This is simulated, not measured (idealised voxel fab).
process module | voxel transistor to metal
cross-section cut | 280 nm wide | cells 5 nm
A cross-section is a grid of square cells, given in bands from the top down. A band is one or more rows of cells.
Each band's line starts with the height of the band's top and of its bottom, in nm. Then come its materials from left to right, each with its width in nm. One material with "throughout" fills the band from edge to edge. "air" is empty space.
Height 0 is the level under which the wafer as received is all one material. The lowest band goes on downwards, as in "0 down".
A width such as "30 to 40" changes by the same amount from each row of cells to the next, from the band's top row to its bottom row.
"no change" after a step means that no cell of the cross-section changed.
closed voids: empty space of 8 cells or more with no open way to the top, each as width x height at its distance from the left edge, in nm
after a step's settings: what the simulator itself notes on the step
overlay nm, on a step with a mask: how far to the right of its planned place the mask lay; to the left if negative
plan
1 op RECEIVE | material Si
2 op CONFORMAL_DEP | material SiO2 | thk nm 5
3 op CONFORMAL_DEP | material SiN | thk nm 15
4 op DIRECTIONAL_DEP | material aC | thk nm 10
5 op PATTERN | tone cover | mask id ACTIVE | material resist | width nm 105 | pitch nm 125 | thk nm 25 | overlay nm 0
6 op DIRECTIONAL_ETCH | etch materials aC | depth nm 10
7 op STRIP | etch materials resist
8 op DIRECTIONAL_ETCH | etch materials SiN | depth nm 15
9 op DIRECTIONAL_ETCH | etch materials SiO2 | depth nm 5
10 op DIRECTIONAL_ETCH | etch materials Si | depth nm 30
11 op STRIP | etch materials aC
12 op FILL_DEP | material SiO2 | thk nm 5
13 op CMP | height nm 20
14 op SELECTIVE_ETCH | etch materials SiO2 | depth nm 15
15 op STRIP | etch materials SiN
16 op SELECTIVE_ETCH | etch materials SiO2 | depth nm 5
17 op OXIDIZE | depth nm 5
18 op DIRECTIONAL_DEP | material polySi | thk nm 30
19 op DIRECTIONAL_DEP | material SiCN | thk nm 15
20 op PATTERN | tone cover | mask id GATE | material resist | width nm 25 | pitch nm 125 | thk nm 15 | overlay nm 0
21 op DIRECTIONAL_ETCH | etch materials SiCN | depth nm 25
22 op DIRECTIONAL_ETCH | etch materials polySi | depth nm 40
23 op STRIP | etch materials resist
24 op CONFORMAL_DEP | material SiO2 | thk nm 5
25 op DIRECTIONAL_ETCH | etch materials SiO2 | depth nm 5
26 op CONFORMAL_DEP | material SiN | thk nm 10
27 op DIRECTIONAL_ETCH | etch materials SiN | depth nm 10
28 op DIRECTIONAL_ETCH | etch materials SiO2 | depth nm 5
29 op DIRECTIONAL_ETCH | etch materials Si | depth nm 15
30 op EPI | material SiGe | thk nm 20
31 op FILL_DEP | material SiO2 | thk nm 10
32 op CMP | height nm 45
33 op DIRECTIONAL_DEP | material SiO2 | thk nm 10
34 op DIRECTIONAL_DEP | material aC | thk nm 10
35 op PATTERN | tone open | mask id CONTACT | material resist | width nm 30 | thk nm 25 | overlay nm 0
36 op DIRECTIONAL_ETCH | etch materials aC | depth nm 10
37 op STRIP | etch materials resist
38 op DIRECTIONAL_ETCH | etch materials SiO2 | depth nm 40
39 op STRIP | etch materials aC
40 op CONFORMAL_DEP | material TiN | thk nm 5
41 op FILL_DEP | material W | thk nm 10
42 op CMP | height nm 55
43 op DIRECTIONAL_DEP | material TiN | thk nm 5
44 op DIRECTIONAL_DEP | material Ru | thk nm 20
45 op DIRECTIONAL_DEP | material aC | thk nm 10
46 op PATTERN | tone cover | mask id METAL_1 | material resist | width nm 20 | thk nm 25 | overlay nm 0
47 op DIRECTIONAL_ETCH | etch materials aC | depth nm 10
48 op STRIP | etch materials resist
49 op DIRECTIONAL_ETCH | etch materials Ru | depth nm 20
50 op DIRECTIONAL_ETCH | etch materials TiN | depth nm 5
51 op STRIP | etch materials aC
52 op FILL_DEP | material SiO2 | thk nm 5
53 op CMP | height nm 80
54 op CONFORMAL_DEP | material SiN | thk nm 5
as received, after step 1
  0 down: Si throughout
  closed voids: none
first wafer at the end, as planned
  85 to 80: SiN throughout
  80 to 60: SiO2 30 | Ru 20 | SiO2 55 | Ru 20 | SiO2 30 | Ru 20 | SiO2 55 | Ru 20 | SiO2 30
  60 to 55: SiO2 30 | TiN 20 | SiO2 55 | TiN 20 | SiO2 30 | TiN 20 | SiO2 55 | TiN 20 | SiO2 30
  55 to 45: SiO2 30 | TiN 5 | W 20 to 10 | TiN 5 to 15 | SiO2 35 | TiN 5 to 15 | W 20 to 10 | TiN 5 | SiO2 30 | TiN 5 | W 20 to 10 | TiN 5 to 15 | SiO2 35 | TiN 5 to 15 | W 20 to 10 | TiN 5 | SiO2 30
  45 to 30: SiO2 30 | TiN 5 | W 10 | TiN 5 | SiN 10 | SiO2 5 | SiCN 25 | SiO2 5 | SiN 10 | TiN 5 | W 10 | TiN 5 | SiO2 30 | TiN 5 | W 10 | TiN 5 | SiN 10 | SiO2 5 | SiCN 25 | SiO2 5 | SiN 10 | TiN 5 | W 10 | TiN 5 | SiO2 30
  30 to 20: SiO2 30 | TiN 5 | W 10 | TiN 5 | SiN 10 | SiO2 5 | polySi 25 | SiO2 5 | SiN 10 | TiN 5 | W 10 | TiN 5 | SiO2 30 | TiN 5 | W 10 | TiN 5 | SiN 10 | SiO2 5 | polySi 25 | SiO2 5 | SiN 10 | TiN 5 | W 10 | TiN 5 | SiO2 30
  20 to 15: SiO2 30 | TiN 20 | SiN 10 | SiO2 5 | polySi 25 | SiO2 5 | SiN 10 | TiN 20 | SiO2 30 | TiN 20 | SiN 10 | SiO2 5 | polySi 25 | SiO2 5 | SiN 10 | TiN 20 | SiO2 30
  15 to 0: SiO2 30 | SiGe 20 | SiN 10 | SiO2 5 | polySi 25 | SiO2 5 | SiN 10 | SiGe 20 | SiO2 30 | SiGe 20 | SiN 10 | SiO2 5 | polySi 25 | SiO2 5 | SiN 10 | SiGe 20 | SiO2 30
  0 to -5: SiO2 20 | SiGe 30 | SiO2 55 | SiGe 30 | SiO2 10 | SiGe 30 | SiO2 55 | SiGe 30 | SiO2 20
  -5 to -20: SiO2 25 | SiGe 25 | Si 55 | SiGe 25 | SiO2 20 | SiGe 25 | Si 55 | SiGe 25 | SiO2 25
  -20 to -30: SiO2 25 | Si 105 | SiO2 20 | Si 105 | SiO2 25
  -30 down: Si throughout
  closed voids: none
second wafer at the end: like start, like plan, one mistake
  85 to 80: SiN throughout
  80 to 60: SiO2 30 | Ru 20 | SiO2 55 | Ru 20 | SiO2 30 | Ru 20 | SiO2 55 | Ru 20 | SiO2 30
  60 to 55: SiO2 30 | TiN 20 | SiO2 55 | TiN 20 | SiO2 30 | TiN 20 | SiO2 55 | TiN 20 | SiO2 30
  55 to 45: SiO2 30 | TiN 5 | W 20 to 10 | TiN 5 to 15 | SiO2 35 | TiN 5 to 15 | W 20 to 10 | TiN 5 | SiO2 30 | TiN 5 | W 20 to 10 | TiN 5 to 15 | SiO2 35 | TiN 5 to 15 | W 20 to 10 | TiN 5 | SiO2 30
  45 to 30: SiO2 30 | TiN 5 | W 10 | TiN 5 | SiN 10 | SiO2 5 | SiCN 25 | SiO2 5 | SiN 10 | TiN 5 | W 10 | TiN 5 | SiO2 30 | TiN 5 | W 10 | TiN 5 | SiN 10 | SiO2 5 | SiCN 25 | SiO2 5 | SiN 10 | TiN 5 | W 10 | TiN 5 | SiO2 30
  30 to 20: SiO2 30 | TiN 5 | W 10 | TiN 5 | SiN 10 | SiO2 5 | polySi 25 | SiO2 5 | SiN 10 | TiN 5 | W 10 | TiN 5 | SiO2 30 | TiN 5 | W 10 | TiN 5 | SiN 10 | SiO2 5 | polySi 25 | SiO2 5 | SiN 10 | TiN 5 | W 10 | TiN 5 | SiO2 30
  20 to 15: SiO2 30 | TiN 20 | SiN 10 | SiO2 5 | polySi 25 | SiO2 5 | SiN 10 | TiN 20 | SiO2 30 | TiN 20 | SiN 10 | SiO2 5 | polySi 25 | SiO2 5 | SiN 10 | TiN 20 | SiO2 30
  15 to 10: SiO2 30 | SiGe 20 | SiN 10 | SiO2 5 | polySi 25 | SiO2 5 | SiN 10 | SiGe 20 | SiO2 30 | SiGe 20 | SiN 10 | SiO2 5 | polySi 25 | SiO2 5 | SiN 10 | SiGe 20 | SiO2 30
  10 to 0: SiO2 25 | SiN 10 | SiGe 15 | SiN 10 | SiO2 5 | polySi 25 | SiO2 5 | SiN 10 | SiGe 15 | SiN 10 | SiO2 20 | SiN 10 | SiGe 15 | SiN 10 | SiO2 5 | polySi 25 | SiO2 5 | SiN 10 | SiGe 15 | SiN 10 | SiO2 25
  0 to -5: SiO2 35 | SiGe 15 | SiO2 55 | SiGe 15 | SiO2 40 | SiGe 15 | SiO2 55 | SiGe 15 | SiO2 35
  -5 to -20: SiO2 25 | Si 10 | SiGe 15 | Si 55 | SiGe 15 | Si 10 | SiO2 20 | Si 10 | SiGe 15 | Si 55 | SiGe 15 | Si 10 | SiO2 25
  -20 to -30: SiO2 25 | Si 105 | SiO2 20 | Si 105 | SiO2 25
  -30 down: Si throughout
  closed voids: none
what went wrong: step 14 ran as: op SELECTIVE_ETCH | etch materials SiO2 | depth nm 5
at the end the second wafer has, in cells: 24 more of Si | 44 fewer of SiGe | 16 more of SiN | 4 more of SiO2
